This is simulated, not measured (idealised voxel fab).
The following process module bears the name voxel self aligned vias.
It is cross-section cut that appears here, measuring 225 nm in width, its square cells being 5 nm in size.
Just so we're on the same page, the cross-sections are grids of square cells, and they're listed out in bands top to bottom, each band one or more rows deep. Heads up on the band format: heights come first, top then bottom, in nm. After that it's the materials left to right, each with its width in nm. A single material flagged "edge to edge" fills the whole band edge to edge, and "air" means there's empty space there. The level at which height equals 0 is the one under which the wafer, as it arrives, is entirely one material. No lower edge exists for the bottom band, which continues downward and is notated as in "0..down". Note: "30->40" means the width goes from the first number (top row of the band) to the second number (bottom row) in equal steps per row of cells. "remained unchanged" -> step changed no cross-section cell. Voids, enclosed: empty space of 8 cells or more with no open way to the top, each as width x height at its distance from the left edge, in nm. Formally, on a step line, whatever follows the settings is a remark that the simulator itself makes on the step. overlay nm: right-of-plan distance of the mask on a masked step; negative values mean left-of-plan.

THESE ARE THE STEPS WE PLANNED FOR THE PROCESS
step 1: RECEIVE,material Si
step 2: CONFORMAL_DEP,material SiO2,thk nm 10
step 3: CONFORMAL_DEP,material SiCN,thk nm 5
step 4: DIRECTIONAL_DEP,material SiO2,thk nm 20
step 5: PATTERN,tone open,mask id LINES,material resist,width nm 25,pitch nm 60,thk nm 15,overlay nm 0
step 6: DIRECTIONAL_ETCH,etch materials SiO2,depth nm 20
step 7: STRIP,etch materials resist
step 8: CONFORMAL_DEP,material TiN,thk nm 5
step 9: FILL_DEP,material Ru,thk nm 5
step 10: CMP,height nm 35
step 11: SELECTIVE_ETCH,etch materials W Ru TiN,depth nm 10
step 12: FILL_DEP,material SiN,thk nm 5
step 13: CMP,height nm 35
step 14: DIRECTIONAL_DEP,material SiO2,thk nm 15
step 15: MASKED_ETCH,tone open,mask id VIAS,width nm 45,pitch nm 120,etch materials SiO2,depth nm 15,overlay nm 0
step 16: MASKED_ETCH,tone open,mask id VIAS,width nm 45,pitch nm 120,etch materials SiN,depth nm 10,overlay nm 0
step 17: CONFORMAL_DEP,material TiN,thk nm 5
step 18: FILL_DEP,material Cu,thk nm 5
step 19: CMP,height nm 50
step 20: CONFORMAL_DEP,material SiN,thk nm 5

THIS IS THE CROSS-SECTION OF THE WAFER AS WE RECEIVED IT, I.E. AFTER STEP 1
  0..down | Si edge to edge
  Voids, enclosed: none

STARTING WAFER: ABOVE. PLAN: ABOVE. RUN: ONE MISTAKE. CROSS-SECTION AFTER THE MODULE: BELOW
  55..50 | SiN edge to edge
  50..35 | SiO2 (30)  TiN (5)  Cu (35)  TiN (5)  SiO2 (75)  TiN (5)  Cu (35)  TiN (5)  SiO2 (30)
  35..30 | SiN (30)  TiN (15)  Cu (15)  TiN (15)  SiN (75)  TiN (15)  Cu (15)  TiN (15)  SiN (30)
  30..25 | SiO2 (40)  TiN (25)  SiO2 (35)  SiN (25)  SiO2 (35)  TiN (25)  SiO2 (40)
  25..15 | SiO2 (40)  TiN (5)  Ru (15)  TiN (5)  SiO2 (35)  TiN (5)  Ru (15)  TiN (5)  SiO2 (35)  TiN (5)  Ru (15)  TiN (5)  SiO2 (40)
  15..10 | SiO2 (40)  TiN (25)  SiO2 (35)  TiN (25)  SiO2 (35)  TiN (25)  SiO2 (40)
  10..0 | SiO2 edge to edge
  0..down | Si edge to edge
  Voids, enclosed: none
Plan not followed: step 3 of the plan got skipped, so it never ran
